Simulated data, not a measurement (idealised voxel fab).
process module | voxel gate over fins
cross-section cut | 230 nm wide | cells 5 nm
A cross-section is a grid of square cells, given in bands from the top down. A band is one or more rows of cells.
Each band's line starts with the height of the band's top and of its bottom, in nm. Then come its materials from left to right, each with its width in nm. One material with "throughout" fills the band from edge to edge. "air" is empty space.
Height 0 is the level under which the wafer as received is all one material. The lowest band goes on downwards, as in "0 down".
A width such as "30 to 40" changes by the same amount from each row of cells to the next, from the band's top row to its bottom row.
"no change" after a step means that no cell of the cross-section changed.
closed voids: empty space of 8 cells or more with no open way to the top, each as width x height at its distance from the left edge, in nm
after a step's settings: what the simulator itself notes on the step
overlay nm, on a step with a mask: how far to the right of its planned place the mask lay; to the left if negative
plan
1 op RECEIVE | material Si
2 op CONFORMAL_DEP | material SiN | thk nm 10
3 op PATTERN | tone cover | mask id FINS | material resist | width nm 15 | pitch nm 35 | thk nm 15 | overlay nm 0
4 op DIRECTIONAL_ETCH | etch materials SiN | depth nm 10
5 op DIRECTIONAL_ETCH | etch materials Si | depth nm 30
6 op STRIP | etch materials resist
7 op OXIDIZE | depth nm 5
8 op FILL_DEP | material SiO2 | thk nm 15
9 op CMP | height nm 10
10 op SELECTIVE_ETCH | etch materials SiO2 | depth nm 20
11 op STRIP | etch materials SiN
12 op CONFORMAL_DEP | material HfO2 | thk nm 5
13 op CONFORMAL_DEP | material TiN | thk nm 5
14 op CONFORMAL_DEP | material TiAl | thk nm 5
15 op CONFORMAL_DEP | material TiN | thk nm 5
16 op FILL_DEP | material W | thk nm 10
17 op CMP | height nm 25
18 op CONFORMAL_DEP | material SiCN | thk nm 10
first wafer, as planned
as received, after step 1
  0 down: Si throughout
  closed voids: none
after step 2
  10 to 0: SiN throughout
  below 0: unchanged
after step 3
  25 to 10: air 70 | resist 15 | air 20 | resist 15 | air 20 | resist 15 | air 75
  below 10: unchanged
after step 4
  25 to 10: air 70 | resist 15 | air 20 | resist 15 | air 20 | resist 15 | air 75
  10 to 0: air 70 | SiN 15 | air 20 | SiN 15 | air 20 | SiN 15 | air 75
  below 0: unchanged
after step 5
  25 to 10: air 70 | resist 15 | air 20 | resist 15 | air 20 | resist 15 | air 75
  10 to 0: air 70 | SiN 15 | air 20 | SiN 15 | air 20 | SiN 15 | air 75
  0 to -30: air 70 | Si 15 | air 20 | Si 15 | air 20 | Si 15 | air 75
  below -30: unchanged
after step 6
  10 to 0: air 70 | SiN 15 | air 20 | SiN 15 | air 20 | SiN 15 | air 75
  below 0: unchanged
after step 7
  10 to 0: air 70 | SiN 15 | air 20 | SiN 15 | air 20 | SiN 15 | air 75
  0 to -30: air 70 | SiO2 5 | Si 5 | SiO2 5 | air 20 | SiO2 5 | Si 5 | SiO2 5 | air 20 | SiO2 5 | Si 5 | SiO2 5 | air 75
  -30 to -35: SiO2 75 | Si 5 | SiO2 30 | Si 5 | SiO2 30 | Si 5 | SiO2 80
  below -35: unchanged
after step 8
  25 to 10: SiO2 throughout
  10 to 0: SiO2 70 | SiN 15 | SiO2 20 | SiN 15 | SiO2 20 | SiN 15 | SiO2 75
  0 to -35: SiO2 75 | Si 5 | SiO2 30 | Si 5 | SiO2 30 | Si 5 | SiO2 80
  below -35: unchanged
after step 9
  10 to 0: SiO2 70 | SiN 15 | SiO2 20 | SiN 15 | SiO2 20 | SiN 15 | SiO2 75
  below 0: unchanged
after step 10
  10 to 0: air 70 | SiN 15 | air 20 | SiN 15 | air 20 | SiN 15 | air 75
  0 to -10: air 75 | Si 5 | air 30 | Si 5 | air 30 | Si 5 | air 80
  below -10: unchanged
after step 11
  0 to -10: air 75 | Si 5 | air 30 | Si 5 | air 30 | Si 5 | air 80
  below -10: unchanged
after step 12
  5 to 0: air 70 | HfO2 15 | air 20 | HfO2 15 | air 20 | HfO2 15 | air 75
  0 to -5: air 70 | HfO2 5 | Si 5 | HfO2 5 | air 20 | HfO2 5 | Si 5 | HfO2 5 | air 20 | HfO2 5 | Si 5 | HfO2 5 | air 75
  -5 to -10: HfO2 75 | Si 5 | HfO2 30 | Si 5 | HfO2 30 | Si 5 | HfO2 80
  below -10: unchanged
after step 13
  10 to 5: air 65 | TiN 25 | air 10 | TiN 25 | air 10 | TiN 25 | air 70
  5 to 0: air 65 | TiN 5 | HfO2 15 | TiN 5 | air 10 | TiN 5 | HfO2 15 | TiN 5 | air 10 | TiN 5 | HfO2 15 | TiN 5 | air 70
  0 to -5: TiN 70 | HfO2 5 | Si 5 | HfO2 5 | TiN 20 | HfO2 5 | Si 5 | HfO2 5 | TiN 20 | HfO2 5 | Si 5 | HfO2 5 | TiN 75
  below -5: unchanged
after step 14
  15 to 10: air 60 | TiAl 105 | air 65
  10 to 5: air 60 | TiAl 5 | TiN 25 | TiAl 10 | TiN 25 | TiAl 10 | TiN 25 | TiAl 5 | air 65
  5 to 0: TiAl 65 | TiN 5 | HfO2 15 | TiN 5 | TiAl 10 | TiN 5 | HfO2 15 | TiN 5 | TiAl 10 | TiN 5 | HfO2 15 | TiN 5 | TiAl 70
  below 0: unchanged
after step 15
  20 to 15: air 55 | TiN 115 | air 60
  15 to 10: air 55 | TiN 5 | TiAl 105 | TiN 5 | air 60
  10 to 5: TiN 60 | TiAl 5 | TiN 25 | TiAl 10 | TiN 25 | TiAl 10 | TiN 25 | TiAl 5 | TiN 65
  below 5: unchanged
after step 16
  30 to 20: W throughout
  20 to 15: W 55 | TiN 115 | W 60
  15 to 10: W 55 | TiN 5 | TiAl 105 | TiN 5 | W 60
  below 10: unchanged
after step 17
  25 to 20: W throughout
  below 20: unchanged
after step 18
  35 to 25: SiCN throughout
  below 25: unchanged
second wafer: like start, like plan, one mistake. Through step 15 it matches the first wafer
when step 16 should have ended
  30 to 15: TiN throughout
  15 to 10: TiN 60 | TiAl 105 | TiN 65
  below 10: unchanged
when step 17 should have ended
  25 to 15: TiN throughout
  below 15: unchanged
when step 18 should have ended
  35 to 25: SiCN throughout
  below 25: unchanged
what went wrong: step 16 ran as: op FILL_DEP | material TiN | thk nm 10
at the end the second wafer has, in cells: 92 more of TiN | 92 fewer of W
